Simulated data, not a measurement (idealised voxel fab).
process module | voxel gate over fins
cross-section cut | 295 nm wide | cells 5 nm
A cross-section is a grid of square cells, given in bands from the top down. A band is one or more rows of cells.
Each band's line starts with the height of the band's top and of its bottom, in nm. Then come its materials from left to right, each with its width in nm. One material with "throughout" fills the band from edge to edge. "air" is empty space.
Height 0 is the level under which the wafer as received is all one material. The lowest band goes on downwards, as in "0 down".
A width such as "30 to 40" changes by the same amount from each row of cells to the next, from the band's top row to its bottom row.
"no change" after a step means that no cell of the cross-section changed.
closed voids: empty space of 8 cells or more with no open way to the top, each as width x height at its distance from the left edge, in nm
after a step's settings: what the simulator itself notes on the step
overlay nm, on a step with a mask: how far to the right of its planned place the mask lay; to the left if negative
plan
1 op RECEIVE | material Si
2 op CONFORMAL_DEP | material SiN | thk nm 10
3 op MASKED_ETCH | tone cover | mask id FINS | width nm 15 | pitch nm 40 | etch materials SiN | depth nm 10 | overlay nm 0
4 op MASKED_ETCH | tone cover | mask id FINS | width nm 15 | pitch nm 40 | etch materials Si | depth nm 35 | overlay nm 0
5 op FILL_DEP | material SiO2 | thk nm 15
6 op CMP | height nm 10
7 op SELECTIVE_ETCH | etch materials SiO2 | depth nm 25
8 op STRIP | etch materials SiN
9 op CONFORMAL_DEP | material HfO2 | thk nm 5
10 op CONFORMAL_DEP | material TiN | thk nm 5
11 op CONFORMAL_DEP | material TiAl | thk nm 5
12 op CONFORMAL_DEP | material TiN | thk nm 5
13 op FILL_DEP | material W | thk nm 10
14 op CMP | height nm 25
15 op CONFORMAL_DEP | material SiCN | thk nm 5
as received, after step 1
  0 down: Si throughout
  closed voids: none
a wafer at the end: this start, this plan, one mistake
  30 to 25: SiCN throughout
  25 to 20: W throughout
  20 to 15: W 80 | TiN 135 | W 80
  15 to 10: W 80 | TiN 5 | TiAl 125 | TiN 5 | W 80
  10 to 5: W 80 | TiN 5 | TiAl 5 | TiN 35 | TiAl 5 | TiN 35 | TiAl 5 | TiN 35 | TiAl 5 | TiN 5 | W 80
  5 to 0: TiN 85 | TiAl 5 | TiN 5 | HfO2 25 | TiN 5 | TiAl 5 | TiN 5 | HfO2 25 | TiN 5 | TiAl 5 | TiN 5 | HfO2 25 | TiN 5 | TiAl 5 | TiN 85
  0 to -5: TiAl 90 | TiN 5 | HfO2 5 | Si 15 | HfO2 5 | TiN 5 | TiAl 5 | TiN 5 | HfO2 5 | Si 15 | HfO2 5 | TiN 5 | TiAl 5 | TiN 5 | HfO2 5 | Si 15 | HfO2 5 | TiN 5 | TiAl 90
  -5 to -10: TiN 95 | HfO2 5 | Si 15 | HfO2 5 | TiN 15 | HfO2 5 | Si 15 | HfO2 5 | TiN 15 | HfO2 5 | Si 15 | HfO2 5 | TiN 95
  -10 to -15: HfO2 100 | Si 15 | HfO2 25 | Si 15 | HfO2 25 | Si 15 | HfO2 100
  -15 to -70: SiO2 100 | Si 15 | SiO2 25 | Si 15 | SiO2 25 | Si 15 | SiO2 100
  -70 down: Si throughout
  closed voids: none
what went wrong: step 4 was run twice
